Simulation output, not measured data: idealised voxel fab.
process module | voxel released beams
Shown is cross-section cut, with a width of 290 nm and square cells of size 5 nm.
Think of the cross-section as a grid of square cells. We describe it in bands, top to bottom, and each band covers one or more rows of those cells. For a band, the entry starts with two heights in nm, that of the top and then that of the bottom, and carries on with the band's materials in order from left to right, each alongside its width in nm; the word "everywhere" beside a single material means it fills the band edge to edge, and "air" means empty space. Heights are measured from 0, the level below which the as-received wafer is all one material; the lowest band has no bottom and continues downward, written as in "from 0 down". A width given as "30..40" starts at the first number in the band's top row and ends at the second number in its bottom row, shifting by an equal amount at every step from row to row. When a step is marked "no alteration", none of the cells in the cross-section changed during that step. The entry "Closed void entries" lists the empty spaces that cover at least 8 cells and have no open path to the top. Each is written as width x height at distance, where the distance is measured from the left edge and all three values are in nm. The remark found on a step's line after its settings is issued by the simulator itself and pertains to that step. overlay nm: step with mask; distance mask lay right of planned place; negative value = left of planned place.
THE STEPS PLANNED FOR THE PROCESS ARE AS FOLLOWS
step 1: RECEIVE | material Si
step 2: CONFORMAL_DEP | material SiN | thk nm 10
step 3: DIRECTIONAL_DEP | material SiO2 | thk nm 10
step 4: MASKED_ETCH | tone open | mask id ANCHOR | width nm 40 | etch materials SiO2 | depth nm 10 | overlay nm 0
step 5: CONFORMAL_DEP | material TiN | thk nm 15
step 6: DIRECTIONAL_DEP | material aC | thk nm 15
step 7: PATTERN | tone cover | mask id BEAM | material resist | width nm 100 | thk nm 35 | overlay nm 0
step 8: DIRECTIONAL_ETCH | etch materials aC | depth nm 15
step 9: STRIP | etch materials resist
step 10: DIRECTIONAL_ETCH | etch materials TiN | depth nm 15
step 11: STRIP | etch materials aC
step 12: STRIP | etch materials SiO2
AS-RECEIVED WAFER CROSS-SECTION (AFTER STEP 1)
- from 0 down | Si everywhere
- Closed void entries: none
FIRST WAFER AT THE END, AS PLANNED
- from 35 to 25 | air 90, TiN 20, air 10, TiN 70, air 100
- from 25 to 20 | air 90, TiN 100, air 100
- from 20 to 10 | air 95, TiN 40, air 155
- from 10 to 0 | SiN everywhere
- from 0 down | Si everywhere
- Closed void entries: none
THE SECOND WAFER, SHOWN IN CROSS-SECTION AFTER THE MODULE: STARTED THE SAME WAY AS THE FIRST AND GIVEN THE SAME PLAN, YET ONE MISTAKE CREPT INTO HOW IT WAS RUN
- from 35 to 25 | SiN 110, air 10, SiN 170
- from 25 to 20 | SiN everywhere
- from 20 to 10 | SiO2 95, SiN 40, SiO2 155
- from 10 to 0 | SiN everywhere
- from 0 down | Si everywhere
- Closed void entries: none
It is concluded that the wafer was processed incorrectly with respect to the plan, in that step 5 off recipe, ran as CONFORMAL_DEP | material SiN | thk nm 15
Per the end-of-run cell counts, the second wafer holds more or fewer of some materials than the first: +186 SiN | +100 SiO2 | -72 TiN
